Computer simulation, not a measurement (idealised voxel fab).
process module | voxel air gaps
cross-section cut | 225 nm wide | cells 5 nm
A cross-section is a grid of square cells, given in bands from the top down. A band is one or more rows of cells.
Each band's line starts with the height of the band's top and of its bottom, in nm. Then come its materials from left to right, each with its width in nm. One material with "throughout" fills the band from edge to edge. "air" is empty space.
Height 0 is the level under which the wafer as received is all one material. The lowest band goes on downwards, as in "0 down".
A width such as "30 to 40" changes by the same amount from each row of cells to the next, from the band's top row to its bottom row.
"no change" after a step means that no cell of the cross-section changed.
closed voids: empty space of 8 cells or more with no open way to the top, each as width x height at its distance from the left edge, in nm
after a step's settings: what the simulator itself notes on the step
overlay nm, on a step with a mask: how far to the right of its planned place the mask lay; to the left if negative
plan
1 op RECEIVE | material Si
2 op CONFORMAL_DEP | material SiO2 | thk nm 10
3 op CONFORMAL_DEP | material SiCN | thk nm 5
4 op DIRECTIONAL_DEP | material SiO2 | thk nm 40
5 op PATTERN | tone open | mask id LINES | material resist | width nm 15 | pitch nm 45 | thk nm 15 | overlay nm 0
6 op DIRECTIONAL_ETCH | etch materials SiO2 | depth nm 40
7 op STRIP | etch materials resist
8 op CONFORMAL_DEP | material TiN | thk nm 5
9 op FILL_DEP | material W | thk nm 10
10 op CMP | height nm 55
11 op EPI | material Ru | thk nm 10
12 op SELECTIVE_ETCH | etch materials SiO2 | depth nm 50
13 op CONFORMAL_DEP | material SiCN | thk nm 5
varied across the wafers: width nm of step 5. The plan shows the first wafer's value. All wafers start alike
first wafer as received, after step 1
  0 down: Si throughout
  closed voids: none
each wafer at the end: cells of each material gained (+) or lost (-) since it was received, then its closed voids
width nm 15 | +42 Ru | +174 SiCN | +90 SiO2 | +51 TiN | +21 W | closed voids: 20 x 30 at 80; 20 x 30 at 125
width nm 20 | +48 Ru | +166 SiCN | +90 SiO2 | +54 TiN | +42 W | closed voids: 15 x 30 at 80; 15 x 30 at 125
width nm 25 | +54 Ru | +118 SiCN | +154 SiO2 | +57 TiN | +63 W | closed voids: none
width nm 30 | +56 Ru | +118 SiCN | +138 SiO2 | +60 TiN | +84 W | closed voids: none
